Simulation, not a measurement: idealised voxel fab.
process module | voxel wiring stack
cross-section cut | 145 nm wide | cells 5 nm
A cross-section is a grid of square cells, given in bands from the top down. A band is one or more rows of cells.
Each band's line starts with the height of the band's top and of its bottom, in nm. Then come its materials from left to right, each with its width in nm. One material with "throughout" fills the band from edge to edge. "air" is empty space.
Height 0 is the level under which the wafer as received is all one material. The lowest band goes on downwards, as in "0 down".
A width such as "30 to 40" changes by the same amount from each row of cells to the next, from the band's top row to its bottom row.
"no change" after a step means that no cell of the cross-section changed.
closed voids: empty space of 8 cells or more with no open way to the top, each as width x height at its distance from the left edge, in nm
after a step's settings: what the simulator itself notes on the step
overlay nm, on a step with a mask: how far to the right of its planned place the mask lay; to the left if negative
plan
1 op RECEIVE | material Si
2 op CONFORMAL_DEP | material SiO2 | thk nm 10
3 op DIRECTIONAL_DEP | material TiN | thk nm 5
4 op DIRECTIONAL_DEP | material Ru | thk nm 20
5 op PATTERN | tone cover | mask id METAL_1 | material resist | width nm 30 | pitch nm 55 | thk nm 20 | overlay nm 0
6 op DIRECTIONAL_ETCH | etch materials Ru | depth nm 20
7 op DIRECTIONAL_ETCH | etch materials TiN | depth nm 5
8 op STRIP | etch materials resist
9 op CONFORMAL_DEP | material SiCN | thk nm 5
10 op FILL_DEP | material SiO2 | thk nm 10
11 op CMP | height nm 35
12 op CONFORMAL_DEP | material SiCN | thk nm 5
13 op DIRECTIONAL_DEP | material SiO2 | thk nm 10
14 op MASKED_ETCH | tone open | mask id PLUG_1 | width nm 15 | etch materials SiO2 | depth nm 10 | overlay nm 0
15 op MASKED_ETCH | tone open | mask id PLUG_1 | width nm 15 | etch materials SiCN | depth nm 5 | overlay nm 0
16 op CONFORMAL_DEP | material TiN | thk nm 5
17 op FILL_DEP | material W | thk nm 10
18 op CMP | height nm 50
19 op CONFORMAL_DEP | material SiCN | thk nm 5
20 op DIRECTIONAL_DEP | material lowk | thk nm 20
21 op DIRECTIONAL_DEP | material aC | thk nm 10
22 op PATTERN | tone open | mask id METAL_2 | material resist | width nm 30 | pitch nm 55 | thk nm 30 | overlay nm 0
23 op DIRECTIONAL_ETCH | etch materials aC | depth nm 10
24 op STRIP | etch materials resist
25 op DIRECTIONAL_ETCH | etch materials lowk | depth nm 20
26 op DIRECTIONAL_ETCH | etch materials SiCN | depth nm 5
27 op STRIP | etch materials aC
28 op CONFORMAL_DEP | material TiN | thk nm 5
29 op FILL_DEP | material Cu | thk nm 5
30 op CMP | height nm 75
31 op CONFORMAL_DEP | material SiCN | thk nm 5
32 op DIRECTIONAL_DEP | material SiO2 | thk nm 20
33 op DIRECTIONAL_DEP | material aC | thk nm 10
34 op PATTERN | tone open | mask id PLUG_2 | material resist | width nm 15 | pitch nm 55 | thk nm 30 | overlay nm 0
35 op DIRECTIONAL_ETCH | etch materials aC | depth nm 10
36 op STRIP | etch materials resist
37 op DIRECTIONAL_ETCH | etch materials SiO2 | depth nm 20
38 op DIRECTIONAL_ETCH | etch materials SiCN | depth nm 5
39 op STRIP | etch materials aC
40 op CONFORMAL_DEP | material TiN | thk nm 5
41 op FILL_DEP | material W | thk nm 10
42 op CMP | height nm 100
43 op DIRECTIONAL_DEP | material TiN | thk nm 5
44 op DIRECTIONAL_DEP | material Ru | thk nm 25
45 op MASKED_ETCH | tone cover | mask id METAL_3 | width nm 30 | pitch nm 55 | etch materials Ru | depth nm 25 | overlay nm 0
46 op MASKED_ETCH | tone cover | mask id METAL_3 | width nm 30 | pitch nm 55 | etch materials TiN | depth nm 5 | overlay nm 0
47 op FILL_DEP | material SiO2 | thk nm 10
48 op CMP | height nm 130
49 op CONFORMAL_DEP | material SiN | thk nm 5
as received, after step 1
  0 down: Si throughout
  closed voids: none
first wafer at the end, as planned
  135 to 130: SiN throughout
  130 to 105: SiO2 30 | Ru 30 | SiO2 25 | Ru 30 | SiO2 30
  105 to 100: SiO2 30 | TiN 30 | SiO2 25 | TiN 30 | SiO2 30
  100 to 80: SiO2 30 | TiN 5 | W 5 | TiN 5 | SiO2 40 | TiN 5 | W 5 | TiN 5 | SiO2 45
  80 to 75: SiCN 30 | TiN 15 | SiCN 40 | TiN 15 | SiCN 45
  75 to 55: lowk 30 | TiN 5 | Cu 20 | TiN 5 | lowk 25 | TiN 5 | Cu 20 | TiN 5 | lowk 30
  55 to 50: SiCN 30 | TiN 30 | SiCN 25 | TiN 30 | SiCN 30
  50 to 40: SiO2 30 | TiN 5 | W 5 | TiN 5 | SiO2 100
  40 to 35: SiCN 30 | TiN 15 | SiCN 100
  35 to 15: SiO2 25 | SiCN 5 | Ru 30 | SiCN 5 | SiO2 15 | SiCN 5 | Ru 30 | SiCN 5 | SiO2 25
  15 to 10: SiCN 30 | TiN 30 | SiCN 25 | TiN 30 | SiCN 30
  10 to 0: SiO2 throughout
  0 down: Si throughout
  closed voids: none
second wafer at the end: like start, like plan, one mistake
  135 to 130: SiN throughout
  130 to 105: SiO2 30 | Ru 30 | SiO2 25 | Ru 30 | SiO2 30
  105 to 100: SiO2 30 | TiN 30 | SiO2 25 | TiN 30 | SiO2 30
  100 to 80: SiO2 30 | TiN 5 | W 5 | TiN 5 | SiO2 40 | TiN 5 | W 5 | TiN 5 | SiO2 45
  80 to 75: SiCN 30 | TiN 15 | SiCN 40 | TiN 15 | SiCN 45
  75 to 55: lowk 30 | TiN 5 | Cu 20 | TiN 5 | lowk 25 | TiN 5 | Cu 20 | TiN 5 | lowk 30
  55 to 50: SiCN 30 | TiN 30 | SiCN 25 | TiN 30 | SiCN 30
  50 to 45: W throughout
  45 to 40: TiN 35 | W 5 | TiN 105
  40 to 35: SiCN 30 | TiN 15 | SiCN 100
  35 to 15: SiO2 25 | SiCN 5 | Ru 30 | SiCN 5 | SiO2 15 | SiCN 5 | Ru 30 | SiCN 5 | SiO2 25
  15 to 10: SiCN 30 | TiN 30 | SiCN 25 | TiN 30 | SiCN 30
  10 to 0: SiO2 throughout
  0 down: Si throughout
  closed voids: none
what went wrong: step 13 was left out
at the end the second wafer has, in cells: 52 fewer of SiO2 | 24 more of TiN | 28 more of W
